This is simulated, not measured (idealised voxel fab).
process module | voxel self aligned vias
cross-section cut | 280 nm wide | cells 5 nm
A cross-section is a grid of square cells, given in bands from the top down. A band is one or more rows of cells.
Each band's line starts with the height of the band's top and of its bottom, in nm. Then come its materials from left to right, each with its width in nm. One material with "throughout" fills the band from edge to edge. "air" is empty space.
Height 0 is the level under which the wafer as received is all one material. The lowest band goes on downwards, as in "0 down".
A width such as "30 to 40" changes by the same amount from each row of cells to the next, from the band's top row to its bottom row.
"no change" after a step means that no cell of the cross-section changed.
closed voids: empty space of 8 cells or more with no open way to the top, each as width x height at its distance from the left edge, in nm
after a step's settings: what the simulator itself notes on the step
overlay nm, on a step with a mask: how far to the right of its planned place the mask lay; to the left if negative
plan
1 op RECEIVE | material Si
2 op CONFORMAL_DEP | material SiO2 | thk nm 10
3 op CONFORMAL_DEP | material SiCN | thk nm 5
4 op DIRECTIONAL_DEP | material lowk | thk nm 20
5 op MASKED_ETCH | tone open | mask id LINES | width nm 20 | pitch nm 65 | etch materials lowk | depth nm 20 | overlay nm 0
6 op CONFORMAL_DEP | material TiN | thk nm 5
7 op FILL_DEP | material W | thk nm 10
8 op CMP | height nm 35
9 op SELECTIVE_ETCH | etch materials W Ru TiN | depth nm 5
10 op FILL_DEP | material SiN | thk nm 10
11 op CMP | height nm 35
12 op DIRECTIONAL_DEP | material lowk | thk nm 20
13 op PATTERN | tone open | mask id VIAS | material resist | width nm 40 | thk nm 15 | overlay nm 0
14 op DIRECTIONAL_ETCH | etch materials lowk | depth nm 20
15 op DIRECTIONAL_ETCH | etch materials SiN | depth nm 5
16 op STRIP | etch materials resist
17 op CONFORMAL_DEP | material TiN | thk nm 5
18 op FILL_DEP | material Ru | thk nm 5
19 op CMP | height nm 55
20 op CONFORMAL_DEP | material SiN | thk nm 5
first wafer, as planned
as received, after step 1
  0 down: Si throughout
  closed voids: none
after step 2
  10 to 0: SiO2 throughout
  below 0: unchanged
after step 3
  15 to 10: SiCN throughout
  below 10: unchanged
after step 4
  35 to 15: lowk throughout
  below 15: unchanged
after step 5
  35 to 15: lowk 95 | air 20 | lowk 45 | air 20 | lowk 100
  below 15: unchanged
after step 6
  40 to 35: TiN 100 | air 10 | TiN 55 | air 10 | TiN 105
  35 to 20: lowk 95 | TiN 5 | air 10 | TiN 5 | lowk 45 | TiN 5 | air 10 | TiN 5 | lowk 100
  20 to 15: lowk 95 | TiN 20 | lowk 45 | TiN 20 | lowk 100
  below 15: unchanged
after step 7
  50 to 40: W throughout
  40 to 35: TiN 100 | W 10 | TiN 55 | W 10 | TiN 105
  35 to 20: lowk 95 | TiN 5 | W 10 | TiN 5 | lowk 45 | TiN 5 | W 10 | TiN 5 | lowk 100
  below 20: unchanged
after step 8
  35 to 20: lowk 95 | TiN 5 | W 10 | TiN 5 | lowk 45 | TiN 5 | W 10 | TiN 5 | lowk 100
  below 20: unchanged
after step 9
  35 to 30: lowk 95 | air 20 | lowk 45 | air 20 | lowk 100
  below 30: unchanged
after step 10
  45 to 35: SiN throughout
  35 to 30: lowk 95 | SiN 20 | lowk 45 | SiN 20 | lowk 100
  below 30: unchanged
after step 11
  35 to 30: lowk 95 | SiN 20 | lowk 45 | SiN 20 | lowk 100
  below 30: unchanged
after step 12
  55 to 35: lowk throughout
  below 35: unchanged
after step 13
  70 to 55: resist 85 | air 40 | resist 155
  below 55: unchanged
after step 14
  70 to 55: resist 85 | air 40 | resist 155
  55 to 35: lowk 85 | air 40 | lowk 155
  below 35: unchanged
after step 15
  70 to 55: resist 85 | air 40 | resist 155
  55 to 35: lowk 85 | air 40 | lowk 155
  35 to 30: lowk 95 | air 20 | lowk 45 | SiN 20 | lowk 100
  below 30: unchanged
after step 16
  55 to 35: lowk 85 | air 40 | lowk 155
  below 35: unchanged
after step 17
  60 to 55: TiN 90 | air 30 | TiN 160
  55 to 40: lowk 85 | TiN 5 | air 30 | TiN 5 | lowk 155
  40 to 35: lowk 85 | TiN 15 | air 10 | TiN 15 | lowk 155
  35 to 30: lowk 95 | TiN 20 | lowk 45 | SiN 20 | lowk 100
  below 30: unchanged
after step 18
  65 to 60: Ru throughout
  60 to 55: TiN 90 | Ru 30 | TiN 160
  55 to 40: lowk 85 | TiN 5 | Ru 30 | TiN 5 | lowk 155
  40 to 35: lowk 85 | TiN 15 | Ru 10 | TiN 15 | lowk 155
  below 35: unchanged
after step 19
  55 to 40: lowk 85 | TiN 5 | Ru 30 | TiN 5 | lowk 155
  below 40: unchanged
after step 20
  60 to 55: SiN throughout
  below 55: unchanged
second wafer: like start, like plan, one mistake. Through step 12 it matches the first wafer
when step 13 should have ended
  70 to 55: air 85 | resist 40 | air 155
  below 55: unchanged
when step 14 should have ended
  70 to 55: air 85 | resist 40 | air 155
  55 to 35: air 85 | lowk 40 | air 155
  below 35: unchanged
when step 15 should have ended
  70 to 55: air 85 | resist 40 | air 155
  55 to 35: air 85 | lowk 40 | air 155
  35 to 30: lowk 95 | SiN 20 | lowk 45 | air 20 | lowk 100
  below 30: unchanged
when step 16 should have ended
  55 to 35: air 85 | lowk 40 | air 155
  below 35: unchanged
when step 17 should have ended
  60 to 55: air 80 | TiN 50 | air 150
  55 to 40: air 80 | TiN 5 | lowk 40 | TiN 5 | air 150
  40 to 35: TiN 85 | lowk 40 | TiN 40 | air 10 | TiN 105
  35 to 30: lowk 95 | SiN 20 | lowk 45 | TiN 20 | lowk 100
  below 30: unchanged
when step 18 should have ended
  65 to 60: Ru throughout
  60 to 55: Ru 80 | TiN 50 | Ru 150
  55 to 40: Ru 80 | TiN 5 | lowk 40 | TiN 5 | Ru 150
  40 to 35: TiN 85 | lowk 40 | TiN 40 | Ru 10 | TiN 105
  below 35: unchanged
when step 19 should have ended
  55 to 40: Ru 80 | TiN 5 | lowk 40 | TiN 5 | Ru 150
  below 40: unchanged
when step 20 should have ended
  60 to 55: SiN throughout
  below 55: unchanged
what went wrong: step 13 ran as: op PATTERN | tone cover | mask id VIAS | material resist | width nm 40 | thk nm 15 | overlay nm 0
at the end the second wafer has, in cells: 120 more of Ru | 40 more of TiN | 160 fewer of lowk
